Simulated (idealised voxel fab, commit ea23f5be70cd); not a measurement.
Process module in this document: voxel self aligned vias
Section shown: cut. Width: 200 nm. Cell size: 5 nm, square.
Think of the cross-section as a grid of square cells. We describe it in bands, top to bottom, and each band covers one or more rows of those cells.
Per band: top height and bottom height in nm, followed by the left-to-right materials and their widths in nm; "everywhere" marks a single material spanning edge to edge, "blank" marks empty space.
Zero point of the height axis is 0; under it, received wafer = one material. Lowest band: continues down indefinitely, "0..down".
Think of "30->40" as a width that walks from the first number to the second as you go down the band, top row to bottom row, taking equal-sized steps from row to row.
Where a step carries "nothing different", the cross-section came out of it unchanged, cell for cell.
Empty spaces without an open route to the top, at least 8 cells in extent, make up the entry "Voids, enclosed"; each is given as width x height at distance, where the distance is measured from the left edge, and all are in nm.
Heads up: the bit after the settings on a step's line is the simulator's remark on that step.
overlay nm: where the mask lay relative to plan, measured to the right, on steps with a mask; negatives go left.

## These are the steps we planned for the process
- 1: RECEIVE with material Si
- 2: CONFORMAL_DEP with material SiO2, thk nm 15
- 3: CONFORMAL_DEP with material SiCN, thk nm 5
- 4: DIRECTIONAL_DEP with material lowk, thk nm 20
- 5: PATTERN with tone open, mask id LINES, material resist, width nm 20, pitch nm 45, thk nm 20, overlay nm 0
- 6: DIRECTIONAL_ETCH with etch materials lowk, depth nm 20
- 7: STRIP with etch materials resist
- 8: CONFORMAL_DEP with material TiN, thk nm 5
- 9: FILL_DEP with material Ru, thk nm 10
- 10: CMP with height nm 40
- 11: SELECTIVE_ETCH with etch materials W Ru TiN, depth nm 10
- 12: FILL_DEP with material SiN, thk nm 10
- 13: CMP with height nm 40
- 14: DIRECTIONAL_DEP with material lowk, thk nm 15
- 15: MASKED_ETCH with tone open, mask id VIAS, width nm 30, pitch nm 90, etch materials lowk, depth nm 15, overlay nm 0
- 16: MASKED_ETCH with tone open, mask id VIAS, width nm 30, pitch nm 90, etch materials SiN, depth nm 10, overlay nm 0
- 17: CONFORMAL_DEP with material TiN, thk nm 5
- 18: FILL_DEP with material Ru, thk nm 5
- 19: CMP with height nm 55
- 20: CONFORMAL_DEP with material SiN, thk nm 5

## Cross-section of the wafer at receipt, which is the condition after step 1
- 0..down  Si everywhere
- Voids, enclosed: none

## One mistake in running the module, otherwise start and plan as above: cross-section at the end
- 60..55  SiN everywhere
- 55..45  lowk=40 / TiN=5 / Ru=20 / TiN=5 / lowk=60 / TiN=5 / Ru=20 / TiN=5 / lowk=40
- 45..40  lowk=40 / TiN=10 / Ru=10 / TiN=10 / lowk=60 / TiN=10 / Ru=10 / TiN=10 / lowk=40
- 40..35  lowk=45 / TiN=5 / Ru=10 / TiN=5 / lowk=25 / SiN=20 / lowk=25 / TiN=5 / Ru=10 / TiN=5 / lowk=45
- 35..30  lowk=45 / TiN=20 / lowk=25 / SiN=20 / lowk=25 / TiN=20 / lowk=45
- 30..25  lowk=45 / TiN=5 / Ru=10 / TiN=5 / lowk=25 / TiN=5 / Ru=10 / TiN=5 / lowk=25 / TiN=5 / Ru=10 / TiN=5 / lowk=45
- 25..20  lowk=45 / TiN=20 / lowk=25 / TiN=20 / lowk=25 / TiN=20 / lowk=45
- 20..5  SiO2 everywhere
- 5..0  SiCN everywhere
- 0..down  Si everywhere
- Voids, enclosed: none
Run error: the intended sequence of steps 2 and 3 was reversed during processing, with each occupying the position of the other
